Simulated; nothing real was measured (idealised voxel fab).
The document below concerns the process module designated voxel self aligned contacts.
The figure presents cross-section cut, which has a width of 215 nm and is divided into square cells with an edge length of 5 nm.
Cross-sections here: square-cell grids, written as top-down lists of bands, a band being one or more rows of cells.
It is stipulated that each band's entry specify, in nanometres, the height of the top of the band and then that of its bottom, followed by the materials of the band in left-to-right sequence, each together with its width in nanometres. A single material marked by the word "throughout" is understood to fill the band from edge to edge; the word "air" is understood to denote empty space.
All heights in this document are referenced to 0, defined as the level beneath which the wafer, as received, consists entirely of one material. The lowest band is not bounded below; it extends indefinitely downward and is written in the form "0 down".
With a width like "30 to 40", each row of cells in the band differs from the next by the same amount, the top row carrying the first number and the bottom row the second.
No cell of the cross-section changed in a step that is given as "same as before".
Basically, "Cavities, sealed" tells you about the enclosed voids: empty spaces with no open way to the top, 8 cells or bigger, each written width x height at distance, where distance is from the left edge, all in nm.
Read whatever lies past the settings on a step's line as the simulator's own remark about the step.
The line of a step may include "overlay nm". On a step with a mask, this value is how far to the right of its planned place the mask lay. A negative value means the mask lay to the left.
Intended process steps
1. RECEIVE, material Si
2. OXIDIZE, depth nm 5
3. DIRECTIONAL_DEP, material polySi, thk nm 30
4. DIRECTIONAL_DEP, material SiN, thk nm 20
5. DIRECTIONAL_DEP, material aC, thk nm 10
6. PATTERN, tone cover, mask id GATE, material resist, width nm 25, pitch nm 60, thk nm 25, overlay nm 0
7. DIRECTIONAL_ETCH, etch materials aC, depth nm 10
8. STRIP, etch materials resist
9. DIRECTIONAL_ETCH, etch materials SiN, depth nm 20
10. DIRECTIONAL_ETCH, etch materials polySi, depth nm 30
11. STRIP, etch materials aC
12. CONFORMAL_DEP, material SiN, thk nm 5
13. DIRECTIONAL_ETCH, etch materials SiN, depth nm 5
14. FILL_DEP, material SiO2, thk nm 10
15. CMP, height nm 55
16. PATTERN, tone open, mask id CONTACT, material resist, width nm 45, thk nm 15, overlay nm 0
17. DIRECTIONAL_ETCH, etch materials SiO2, depth nm 60
18. STRIP, etch materials resist
19. CONFORMAL_DEP, material TiN, thk nm 5
20. FILL_DEP, material Ru, thk nm 10
21. CMP, height nm 55
22. CONFORMAL_DEP, material SiN, thk nm 5
So, the first of our two wafers, run just as we planned it
As-received state of the wafer in cross-section, equivalent to post-step 1
0 down: Si throughout
Cavities, sealed: none
Step 2 done - wafer cross-section
0 to -5: SiO2 throughout
Rest of section, below -5: as before.
Step 3 done - wafer cross-section
30 to 0: polySi throughout
Rest of section, below 0: as before.
Step 4 done - wafer cross-section
50 to 30: SiN throughout
Rest of section, below 30: as before.
Step 5 done - wafer cross-section
60 to 50: aC throughout
Rest of section, below 50: as before.
Step 6 done - wafer cross-section
85 to 60: air (65), resist (25), air (35), resist (25), air (65)
Rest of section, below 60: as before.
Step 7 done - wafer cross-section
75 to 60: air (65), resist (25), air (35), resist (25), air (65)
60 to 50: air (65), aC (25), air (35), aC (25), air (65)
Rest of section, below 50: as before.
Step 8 done - wafer cross-section
60 to 50: air (65), aC (25), air (35), aC (25), air (65)
Rest of section, below 50: as before.
Step 9 done - wafer cross-section
60 to 50: air (65), aC (25), air (35), aC (25), air (65)
50 to 30: air (65), SiN (25), air (35), SiN (25), air (65)
Rest of section, below 30: as before.
Step 10 done - wafer cross-section
60 to 50: air (65), aC (25), air (35), aC (25), air (65)
50 to 30: air (65), SiN (25), air (35), SiN (25), air (65)
30 to 0: air (65), polySi (25), air (35), polySi (25), air (65)
Rest of section, below 0: as before.
Step 11 done - wafer cross-section
50 to 30: air (65), SiN (25), air (35), SiN (25), air (65)
Rest of section, below 30: as before.
Step 12 done - wafer cross-section
55 to 30: air (60), SiN (35), air (25), SiN (35), air (60)
30 to 5: air (60), SiN (5), polySi (25), SiN (5), air (25), SiN (5), polySi (25), SiN (5), air (60)
5 to 0: SiN (65), polySi (25), SiN (35), polySi (25), SiN (65)
Rest of section, below 0: as before.
Step 13 done - wafer cross-section
50 to 30: air (60), SiN (35), air (25), SiN (35), air (60)
30 to 0: air (60), SiN (5), polySi (25), SiN (5), air (25), SiN (5), polySi (25), SiN (5), air (60)
Rest of section, below 0: as before.
Step 14 done - wafer cross-section
60 to 50: SiO2 throughout
50 to 30: SiO2 (60), SiN (35), SiO2 (25), SiN (35), SiO2 (60)
30 to 0: SiO2 (60), SiN (5), polySi (25), SiN (5), SiO2 (25), SiN (5), polySi (25), SiN (5), SiO2 (60)
Rest of section, below 0: as before.
Step 15 done - wafer cross-section
55 to 50: SiO2 throughout
Rest of section, below 50: as before.
Step 16 done - wafer cross-section
70 to 55: resist (85), air (45), resist (85)
Rest of section, below 55: as before.
Step 17 done - wafer cross-section
70 to 55: resist (85), air (45), resist (85)
55 to 50: SiO2 (85), air (45), SiO2 (85)
50 to 30: SiO2 (60), SiN (35), air (25), SiN (35), SiO2 (60)
30 to 0: SiO2 (60), SiN (5), polySi (25), SiN (5), air (25), SiN (5), polySi (25), SiN (5), SiO2 (60)
0 to -5: SiO2 (95), air (25), SiO2 (95)
Rest of section, below -5: as before.
Step 18 done - wafer cross-section
55 to 50: SiO2 (85), air (45), SiO2 (85)
Rest of section, below 50: as before.
Step 19 done - wafer cross-section
60 to 55: TiN (90), air (35), TiN (90)
55 to 50: SiO2 (85), TiN (15), air (15), TiN (15), SiO2 (85)
50 to 30: SiO2 (60), SiN (35), TiN (5), air (15), TiN (5), SiN (35), SiO2 (60)
30 to 0: SiO2 (60), SiN (5), polySi (25), SiN (5), TiN (5), air (15), TiN (5), SiN (5), polySi (25), SiN (5), SiO2 (60)
0 to -5: SiO2 (95), TiN (25), SiO2 (95)
Rest of section, below -5: as before.
Step 20 done - wafer cross-section
70 to 60: Ru throughout
60 to 55: TiN (90), Ru (35), TiN (90)
55 to 50: SiO2 (85), TiN (15), Ru (15), TiN (15), SiO2 (85)
50 to 30: SiO2 (60), SiN (35), TiN (5), Ru (15), TiN (5), SiN (35), SiO2 (60)
30 to 0: SiO2 (60), SiN (5), polySi (25), SiN (5), TiN (5), Ru (15), TiN (5), SiN (5), polySi (25), SiN (5), SiO2 (60)
Rest of section, below 0: as before.
Step 21 done - wafer cross-section
55 to 50: SiO2 (85), TiN (15), Ru (15), TiN (15), SiO2 (85)
Rest of section, below 50: as before.
Step 22 done - wafer cross-section
60 to 55: SiN throughout
Rest of section, below 55: as before.
The second wafer began exactly as the first did and followed the same plan, but one mistake was made while running it; through step 11 inclusive, the two wafers are identical
The second wafer in cross-section, at the planned close of step 12
45 to 30: air (65), SiN (25), air (35), SiN (25), air (65)
Rest of section, below 30: as before.
The second wafer in cross-section, at the planned close of step 13
50 to 30: air (60), SiN (35), air (25), SiN (35), air (60)
30 to 5: air (60), SiN (5), polySi (25), SiN (5), air (25), SiN (5), polySi (25), SiN (5), air (60)
5 to 0: SiN (65), polySi (25), SiN (35), polySi (25), SiN (65)
Rest of section, below 0: as before.
The second wafer in cross-section, at the planned close of step 14
60 to 50: SiO2 throughout
50 to 30: SiO2 (60), SiN (35), SiO2 (25), SiN (35), SiO2 (60)
30 to 5: SiO2 (60), SiN (5), polySi (25), SiN (5), SiO2 (25), SiN (5), polySi (25), SiN (5), SiO2 (60)
Rest of section, below 5: as before.
The second wafer in cross-section, at the planned close of step 15
55 to 50: SiO2 throughout
Rest of section, below 50: as before.
The second wafer in cross-section, at the planned close of step 16
70 to 55: resist (85), air (45), resist (85)
Rest of section, below 55: as before.
The second wafer in cross-section, at the planned close of step 17
70 to 55: resist (85), air (45), resist (85)
55 to 50: SiO2 (85), air (45), SiO2 (85)
50 to 30: SiO2 (60), SiN (35), air (25), SiN (35), SiO2 (60)
30 to 5: SiO2 (60), SiN (5), polySi (25), SiN (5), air (25), SiN (5), polySi (25), SiN (5), SiO2 (60)
Rest of section, below 5: as before.
The second wafer in cross-section, at the planned close of step 18
55 to 50: SiO2 (85), air (45), SiO2 (85)
Rest of section, below 50: as before.
The second wafer in cross-section, at the planned close of step 19
60 to 55: TiN (90), air (35), TiN (90)
55 to 50: SiO2 (85), TiN (15), air (15), TiN (15), SiO2 (85)
50 to 30: SiO2 (60), SiN (35), TiN (5), air (15), TiN (5), SiN (35), SiO2 (60)
30 to 10: SiO2 (60), SiN (5), polySi (25), SiN (5), TiN (5), air (15), TiN (5), SiN (5), polySi (25), SiN (5), SiO2 (60)
10 to 5: SiO2 (60), SiN (5), polySi (25), SiN (5), TiN (25), SiN (5), polySi (25), SiN (5), SiO2 (60)
Rest of section, below 5: as before.
The second wafer in cross-section, at the planned close of step 20
70 to 60: Ru throughout
60 to 55: TiN (90), Ru (35), TiN (90)
55 to 50: SiO2 (85), TiN (15), Ru (15), TiN (15), SiO2 (85)
50 to 30: SiO2 (60), SiN (35), TiN (5), Ru (15), TiN (5), SiN (35), SiO2 (60)
30 to 10: SiO2 (60), SiN (5), polySi (25), SiN (5), TiN (5), Ru (15), TiN (5), SiN (5), polySi (25), SiN (5), SiO2 (60)
Rest of section, below 10: as before.
The second wafer in cross-section, at the planned close of step 21
55 to 50: SiO2 (85), TiN (15), Ru (15), TiN (15), SiO2 (85)
Rest of section, below 50: as before.
The second wafer in cross-section, at the planned close of step 22
60 to 55: SiN throughout
Rest of section, below 55: as before.
Finding, execution versus plan: steps 12 and 13 swapped
Final tally in cells, some materials are higher or lower on the second wafer than on the first: -6 Ru | +29 SiN | -19 SiO2 | -4 TiN
